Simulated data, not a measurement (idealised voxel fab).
Process module, titled voxel air gaps
The figure presents cross-section cut, which has a width of 295 nm and is divided into square cells with an edge length of 5 nm.
Reading order for cross-sections: top band down to bottom band. Underlying form: a grid of square cells. Band size: one or more rows of cells. A band entry consists of two parts. The first gives the height of the band's top and the height of its bottom, in nm. The rest lists the band's materials from left to right, each with its width in nm. A single material labelled with the word "all across" fills the band from edge to edge, and the word "empty" marks empty space. All heights in this document are referenced to 0, defined as the level beneath which the wafer, as received, consists entirely of one material. The lowest band is not bounded below; it extends indefinitely downward and is written in the form "0 -> down". Think of "30->40" as a width that walks from the first number to the second as you go down the band, top row to bottom row, taking equal-sized steps from row to row. For the purposes of this document, the phrase "nothing altered" attached to a step denotes that no cell within the cross-section was modified by that step. Empty spaces without an open route to the top, at least 8 cells in extent, make up the entry "Sealed voids"; each is given as width x height at distance, where the distance is measured from the left edge, and all are in nm. Past the settings on a step's line: simulator remark, on that step. overlay nm: for a step with a mask, the amount by which the mask lay right of where it was planned; a negative amount means left of it.

These are the steps we planned for the process:
1: RECEIVE with material Si
2: CONFORMAL_DEP with material SiO2, thk nm 15
3: CONFORMAL_DEP with material SiCN, thk nm 5
4: DIRECTIONAL_DEP with material SiO2, thk nm 40
5: PATTERN with tone open, mask id LINES, material resist, width nm 20, pitch nm 45, thk nm 15, overlay nm 0
6: DIRECTIONAL_ETCH with etch materials SiO2, depth nm 40
7: STRIP with etch materials resist
8: CONFORMAL_DEP with material TiN, thk nm 5
9: FILL_DEP with material Ru, thk nm 10
10: CMP with height nm 60
11: EPI with material Ru, thk nm 10
12: SELECTIVE_ETCH with etch materials SiO2, depth nm 50
13: CONFORMAL_DEP with material SiCN, thk nm 5

Wafer cross-section on receipt, i.e. after step 1:
0 -> down = Si all across
Sealed voids: none

Run as planned - first of the two wafers cross-sectioned at the end of the module:
75 -> 70 = empty 55 nm  SiCN 185 nm  empty 55 nm
70 -> 60 = empty 55 nm  SiCN 5 nm  Ru 40 nm  SiCN 5 nm  Ru 40 nm  SiCN 5 nm  Ru 40 nm  SiCN 5 nm  Ru 40 nm  SiCN 5 nm  empty 55 nm
60 -> 55 = empty 55 nm  SiCN 15 nm  TiN 5 nm  Ru 10 nm  TiN 5 nm  SiCN 25 nm  TiN 5 nm  Ru 10 nm  TiN 5 nm  SiCN 25 nm  TiN 5 nm  Ru 10 nm  TiN 5 nm  SiCN 25 nm  TiN 5 nm  Ru 10 nm  TiN 5 nm  SiCN 15 nm  empty 55 nm
55 -> 25 = empty 65 nm  SiCN 5 nm  TiN 5 nm  Ru 10 nm  TiN 5 nm  SiCN 5 nm  empty 15 nm  SiCN 5 nm  TiN 5 nm  Ru 10 nm  TiN 5 nm  SiCN 5 nm  empty 15 nm  SiCN 5 nm  TiN 5 nm  Ru 10 nm  TiN 5 nm  SiCN 5 nm  empty 15 nm  SiCN 5 nm  TiN 5 nm  Ru 10 nm  TiN 5 nm  SiCN 5 nm  empty 65 nm
25 -> 20 = SiCN 70 nm  TiN 20 nm  SiCN 25 nm  TiN 20 nm  SiCN 25 nm  TiN 20 nm  SiCN 25 nm  TiN 20 nm  SiCN 70 nm
20 -> 15 = SiCN all across
15 -> 0 = SiO2 all across
0 -> down = Si all across
Sealed voids: 15 x 30 at 95; 15 x 30 at 140; 15 x 30 at 185

Wafer two cross-section, module end. Start and plan unchanged from wafer one; one mistake made during the run:
75 -> 70 = empty 50 nm  SiCN 195 nm  empty 50 nm
70 -> 60 = empty 50 nm  SiCN 5 nm  Ru 185 nm  SiCN 5 nm  empty 50 nm
60 -> 55 = empty 50 nm  SiCN 15 nm  TiN 5 nm  Ru 20 nm  TiN 5 nm  SiO2 15 nm  TiN 5 nm  Ru 20 nm  TiN 5 nm  SiO2 15 nm  TiN 5 nm  Ru 20 nm  TiN 5 nm  SiO2 15 nm  TiN 5 nm  Ru 20 nm  TiN 5 nm  SiCN 15 nm  empty 50 nm
55 -> 25 = empty 60 nm  SiCN 5 nm  TiN 5 nm  Ru 20 nm  TiN 5 nm  SiO2 15 nm  TiN 5 nm  Ru 20 nm  TiN 5 nm  SiO2 15 nm  TiN 5 nm  Ru 20 nm  TiN 5 nm  SiO2 15 nm  TiN 5 nm  Ru 20 nm  TiN 5 nm  SiCN 5 nm  empty 60 nm
25 -> 20 = SiCN 65 nm  TiN 30 nm  SiO2 15 nm  TiN 30 nm  SiO2 15 nm  TiN 30 nm  SiO2 15 nm  TiN 30 nm  SiCN 65 nm
20 -> 15 = SiCN all across
15 -> 0 = SiO2 all across
0 -> down = Si all across
Sealed voids: none
Run error: it should be noted that step 5 was executed with settings other than those planned, the operation and settings actually applied being PATTERN with tone open, mask id LINES, material resist, width nm 30, pitch nm 45, thk nm 15, overlay nm 0
Count the cells at the end and the second wafer has more or fewer of some materials than the first: +66 Ru, -72 SiCN, +72 SiO2, +8 TiN
Quick summary for you: first wafer finishes at 3 closed voids, second at 0.
